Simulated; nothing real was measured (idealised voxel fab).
Name of the process module below: voxel tone inversion
For reference, the cross-section in this document is cut, with width 230 nm and square cells of 5 nm.
Square cells in a grid make up a cross-section in this document, and the grid is given as bands, listed from the top down, each one or more rows of cells. Top height, bottom height, nm. Materials left to right, width each, nm. Single material + "all across" = fills band edge to edge. "blank" = empty. Height 0 is the level under which the wafer as received is all one material. The lowest band goes on downwards, as in "0 down". Per-row width for "30->40": begins at first number (top row of band), ends at second number (bottom row), increment between rows held constant. Basically "nothing different" means that step didn't change any cell in the cross-section. In "Unvented internal voids" the enclosed voids are listed, meaning empty spaces of 8 cells or larger without any opening to the top. The form is width x height at distance, distance from the left edge, units nm. It should be noted that, on the line of a given step, the content following the step's settings is a remark produced by the simulator itself with respect to that step. You can add "overlay nm" to a step's line. For a step with a mask, it describes how far the mask lay to the right of its planned position, and a negative number describes a lay to the left.
## These are the steps we planned for the process
1 RECEIVE (material Si)
2 CONFORMAL_DEP (material SiN; thk nm 10)
3 DIRECTIONAL_DEP (material polySi; thk nm 15)
4 PATTERN (tone cover; mask id POSTS; material resist; width nm 20; pitch nm 35; thk nm 25; overlay nm 0)
5 DIRECTIONAL_ETCH (etch materials polySi; depth nm 15)
6 STRIP (etch materials resist)
7 FILL_DEP (material lowk; thk nm 5)
8 CMP (height nm 25)
9 STRIP (etch materials polySi)
10 CONFORMAL_DEP (material TiN; thk nm 5)
11 FILL_DEP (material W; thk nm 5)
12 CMP (height nm 25)
13 CONFORMAL_DEP (material SiN; thk nm 5)
## So, the first of our two wafers, run just as we planned it
## Wafer at receipt (post step 1), cross-section
  0 down = Si all across
  Unvented internal voids: none
## Wafer xsec, post step 2
  10 to 0 = SiN all across
  Under 0: no change, same as before.
## Wafer xsec, post step 3
  25 to 10 = polySi all across
  Under 10: no change, same as before.
## Wafer xsec, post step 4
  50 to 25 = 85 blank, 20 resist, 15 blank, 20 resist, 90 blank
  Under 25: no change, same as before.
## Wafer xsec, post step 5
  50 to 25 = 85 blank, 20 resist, 15 blank, 20 resist, 90 blank
  25 to 10 = 85 blank, 20 polySi, 15 blank, 20 polySi, 90 blank
  Under 10: no change, same as before.
## Wafer xsec, post step 6
  25 to 10 = 85 blank, 20 polySi, 15 blank, 20 polySi, 90 blank
  Under 10: no change, same as before.
## Wafer xsec, post step 7
  30 to 25 = lowk all across
  25 to 10 = 85 lowk, 20 polySi, 15 lowk, 20 polySi, 90 lowk
  Under 10: no change, same as before.
## Wafer xsec, post step 8
  25 to 10 = 85 lowk, 20 polySi, 15 lowk, 20 polySi, 90 lowk
  Under 10: no change, same as before.
## Wafer xsec, post step 9
  25 to 10 = 85 lowk, 20 blank, 15 lowk, 20 blank, 90 lowk
  Under 10: no change, same as before.
## Wafer xsec, post step 10
  30 to 25 = 90 TiN, 10 blank, 25 TiN, 10 blank, 95 TiN
  25 to 15 = 85 lowk, 5 TiN, 10 blank, 5 TiN, 15 lowk, 5 TiN, 10 blank, 5 TiN, 90 lowk
  15 to 10 = 85 lowk, 20 TiN, 15 lowk, 20 TiN, 90 lowk
  Under 10: no change, same as before.
## Wafer xsec, post step 11
  35 to 30 = W all across
  30 to 25 = 90 TiN, 10 W, 25 TiN, 10 W, 95 TiN
  25 to 15 = 85 lowk, 5 TiN, 10 W, 5 TiN, 15 lowk, 5 TiN, 10 W, 5 TiN, 90 lowk
  Under 15: no change, same as before.
## Wafer xsec, post step 12
  25 to 15 = 85 lowk, 5 TiN, 10 W, 5 TiN, 15 lowk, 5 TiN, 10 W, 5 TiN, 90 lowk
  Under 15: no change, same as before.
## Wafer xsec, post step 13
  30 to 25 = SiN all across
  Under 25: no change, same as before.
## Second of two: same start, same plan, one run error; steps up to and including 3 match the first
## Second wafer cross-section, taken as of the time the plan sets for step 4 to be done
  50 to 25 = 90 blank, 15 resist, 20 blank, 15 resist, 90 blank
  Under 25: no change, same as before.
## Second wafer cross-section, taken as of the time the plan sets for step 5 to be done
  50 to 25 = 90 blank, 15 resist, 20 blank, 15 resist, 90 blank
  25 to 10 = 90 blank, 15 polySi, 20 blank, 15 polySi, 90 blank
  Under 10: no change, same as before.
## Second wafer cross-section, taken as of the time the plan sets for step 6 to be done
  25 to 10 = 90 blank, 15 polySi, 20 blank, 15 polySi, 90 blank
  Under 10: no change, same as before.
## Second wafer cross-section, taken as of the time the plan sets for step 7 to be done
  30 to 25 = lowk all across
  25 to 10 = 90 lowk, 15 polySi, 20 lowk, 15 polySi, 90 lowk
  Under 10: no change, same as before.
## Second wafer cross-section, taken as of the time the plan sets for step 8 to be done
  25 to 10 = 90 lowk, 15 polySi, 20 lowk, 15 polySi, 90 lowk
  Under 10: no change, same as before.
## Second wafer cross-section, taken as of the time the plan sets for step 9 to be done
  25 to 10 = 90 lowk, 15 blank, 20 lowk, 15 blank, 90 lowk
  Under 10: no change, same as before.
## Second wafer cross-section, taken as of the time the plan sets for step 10 to be done
  30 to 25 = 95 TiN, 5 blank, 30 TiN, 5 blank, 95 TiN
  25 to 15 = 90 lowk, 5 TiN, 5 blank, 5 TiN, 20 lowk, 5 TiN, 5 blank, 5 TiN, 90 lowk
  15 to 10 = 90 lowk, 15 TiN, 20 lowk, 15 TiN, 90 lowk
  Under 10: no change, same as before.
## Second wafer cross-section, taken as of the time the plan sets for step 11 to be done
  35 to 30 = W all across
  30 to 25 = 95 TiN, 5 W, 30 TiN, 5 W, 95 TiN
  25 to 15 = 90 lowk, 5 TiN, 5 W, 5 TiN, 20 lowk, 5 TiN, 5 W, 5 TiN, 90 lowk
  Under 15: no change, same as before.
## Second wafer cross-section, taken as of the time the plan sets for step 12 to be done
  25 to 15 = 90 lowk, 5 TiN, 5 W, 5 TiN, 20 lowk, 5 TiN, 5 W, 5 TiN, 90 lowk
  Under 15: no change, same as before.
## Second wafer cross-section, taken as of the time the plan sets for step 13 to be done
  30 to 25 = SiN all across
  Under 25: no change, same as before.
Error vs. plan: step 4 off recipe, ran as PATTERN (tone cover; mask id POSTS; material resist; width nm 15; pitch nm 35; thk nm 25; overlay nm 0)
The second wafer ends with more or fewer cells of some materials than the first, per final count: -2 TiN, -4 W, +6 lowk
